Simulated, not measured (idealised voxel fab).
You're looking at the process module voxel self aligned contacts.
It is cross-section cut that appears here, measuring 170 nm in width, its square cells being 5 nm in size.
This document writes a cross-section as a grid whose cells are square, and gives it as bands, listed from the top down; one or more rows of cells form a band. Band entry format. Leading values: height of top, height of bottom, nm. Remainder: materials in left-to-right order, each with its width in nm. Special words: "all across" on a single material, which then fills the band edge to edge; "empty", empty space. A quick word on heights: they are counted from 0, and under that level the wafer as it came to us is one material throughout. The lowest band is different from the rest in having no bottom; it simply continues downward, written as in "top 0, no bottom". Quick explanation for "30->40": the width changes in equal steps down the rows of cells, from the first number in the band's top row to the second number in its bottom row. What does "left unchanged" mean for a step? It means no cell of the cross-section changed in that step. Entry "Closed internal voids". Content: empty spaces with no open connection to the top, size 8 cells or greater. Each: width x height at distance. Distance: from left edge. Unit: nm. Step line, after settings: the simulator's comment on this step. overlay nm: step with mask; distance mask lay right of planned place; negative value = left of planned place.

-- Listed below are the process steps as planned
step 1: RECEIVE, material Si
step 2: OXIDIZE, depth nm 5
step 3: DIRECTIONAL_DEP, material polySi, thk nm 25
step 4: DIRECTIONAL_DEP, material SiN, thk nm 20
step 5: DIRECTIONAL_DEP, material aC, thk nm 10
step 6: PATTERN, tone cover, mask id GATE, material resist, width nm 30, pitch nm 65, thk nm 30, overlay nm 0
step 7: DIRECTIONAL_ETCH, etch materials aC, depth nm 10
step 8: STRIP, etch materials resist
step 9: DIRECTIONAL_ETCH, etch materials SiN, depth nm 20
step 10: DIRECTIONAL_ETCH, etch materials polySi, depth nm 25
step 11: STRIP, etch materials aC
step 12: CONFORMAL_DEP, material SiN, thk nm 10
step 13: DIRECTIONAL_ETCH, etch materials SiN, depth nm 10
step 14: FILL_DEP, material SiO2, thk nm 20
step 15: CMP, height nm 55
step 16: DIRECTIONAL_DEP, material aC, thk nm 10
step 17: PATTERN, tone open, mask id CONTACT, material resist, width nm 45, thk nm 25, overlay nm 0
step 18: DIRECTIONAL_ETCH, etch materials aC, depth nm 10
step 19: STRIP, etch materials resist
step 20: DIRECTIONAL_ETCH, etch materials SiO2, depth nm 60
step 21: STRIP, etch materials aC
step 22: CONFORMAL_DEP, material TiN, thk nm 5
step 23: FILL_DEP, material Ru, thk nm 10
step 24: CMP, height nm 55
step 25: CONFORMAL_DEP, material SiCN, thk nm 5

-- The cross-section here shows the wafer as received, i.e. in its state after step 1
    top 0, no bottom = Si all across
    Closed internal voids: none

-- Post-module cross-section of the first of two wafers (run per plan)
    top 60, bottom 55 = SiCN all across
    top 55, bottom 45 = 60 of SiO2; 5->20 of TiN; 35->5 of Ru; 5->20 of TiN; 65 of SiO2
    top 45, bottom 25 = 25 of SiO2; 50 of SiN; 5 of TiN; 5 of Ru; 5 of TiN; 50 of SiN; 30 of SiO2
    top 25, bottom 0 = 25 of SiO2; 10 of SiN; 30 of polySi; 10 of SiN; 5 of TiN; 5 of Ru; 5 of TiN; 10 of SiN; 30 of polySi; 10 of SiN; 30 of SiO2
    top 0, bottom -5 = 75 of SiO2; 15 of TiN; 80 of SiO2
    top -5, no bottom = Si all across
    Closed internal voids: none

-- Wafer two cross-section, module end. Start and plan unchanged from wafer one; one mistake made during the run
    top 60, bottom 55 = SiCN all across
    top 55, bottom 50 = 60 of SiO2; 5 of TiN; 35 of Ru; 5 of TiN; 65 of SiO2
    top 50, bottom 45 = 60 of SiO2; 45 of TiN; 65 of SiO2
    top 45, bottom 25 = 20 of SiO2; 60 of SiN; 5 of TiN; 60 of SiN; 25 of SiO2
    top 25, bottom 0 = 20 of SiO2; 10 of SiN; 40 of polySi; 10 of SiN; 5 of TiN; 10 of SiN; 40 of polySi; 10 of SiN; 25 of SiO2
    top 0, bottom -5 = 80 of SiO2; 5 of TiN; 85 of SiO2
    top -5, no bottom = Si all across
    Closed internal voids: none
Run error: contrary to plan, step 6 was performed as PATTERN, tone cover, mask id GATE, material resist, width nm 40, pitch nm 65, thk nm 30, overlay nm 0
End of process, cell counts, second wafer against first, materials with more or fewer: Ru: 10 fewer, SiN: 16 more, SiO2: 16 fewer, TiN: 10 fewer, polySi: 20 more
